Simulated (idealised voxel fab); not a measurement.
process module | voxel ribs on slabs
cross-section cut | 225 nm wide | cells 5 nm
A cross-section is a grid of square cells, given in bands from the top down. A band is one or more rows of cells.
Each band's line starts with the height of the band's top and of its bottom, in nm. Then come its materials from left to right, each with its width in nm. One material with "throughout" fills the band from edge to edge. "air" is empty space.
Height 0 is the level under which the wafer as received is all one material. The lowest band goes on downwards, as in "0 down".
A width such as "30 to 40" changes by the same amount from each row of cells to the next, from the band's top row to its bottom row.
"no change" after a step means that no cell of the cross-section changed.
closed voids: empty space of 8 cells or more with no open way to the top, each as width x height at its distance from the left edge, in nm
after a step's settings: what the simulator itself notes on the step
overlay nm, on a step with a mask: how far to the right of its planned place the mask lay; to the left if negative
plan
1 op RECEIVE | material Si
2 op DIRECTIONAL_DEP | material SiO2 | thk nm 20
3 op DIRECTIONAL_DEP | material SiN | thk nm 25
4 op PATTERN | tone cover | mask id RIB | material resist | width nm 15 | thk nm 15 | overlay nm 0
5 op DIRECTIONAL_ETCH | etch materials SiN | depth nm 15
6 op STRIP | etch materials resist
7 op MASKED_ETCH | tone cover | mask id SLAB | width nm 65 | etch materials SiN | depth nm 10 | overlay nm 0
8 op FILL_DEP | material SiO2 | thk nm 25
9 op CMP | height nm 65
10 op DIRECTIONAL_DEP | material TiN | thk nm 10
11 op MASKED_ETCH | tone cover | mask id HEATER | width nm 25 | etch materials TiN | depth nm 10 | overlay nm 0
12 op CONFORMAL_DEP | material SiN | thk nm 10
as received, after step 1
  0 down: Si throughout
  closed voids: none
first wafer at the end, as planned
  85 to 75: air 90 | SiN 45 | air 90
  75 to 65: SiN 100 | TiN 25 | SiN 100
  65 to 45: SiO2 throughout
  45 to 30: SiO2 105 | SiN 15 | SiO2 105
  30 to 20: SiO2 80 | SiN 65 | SiO2 80
  20 to 0: SiO2 throughout
  0 down: Si throughout
  closed voids: none
second wafer at the end: like start, like plan, one mistake
  85 to 75: air 90 | SiN 45 | air 90
  75 to 65: SiN 100 | TiN 25 | SiN 100
  65 to 25: SiO2 throughout
  25 to 0: SiN throughout
  0 down: Si throughout
  closed voids: none
what went wrong: steps 2 and 3 were swapped
at the end the second wafer has, in cells: 190 more of SiN | 190 fewer of SiO2
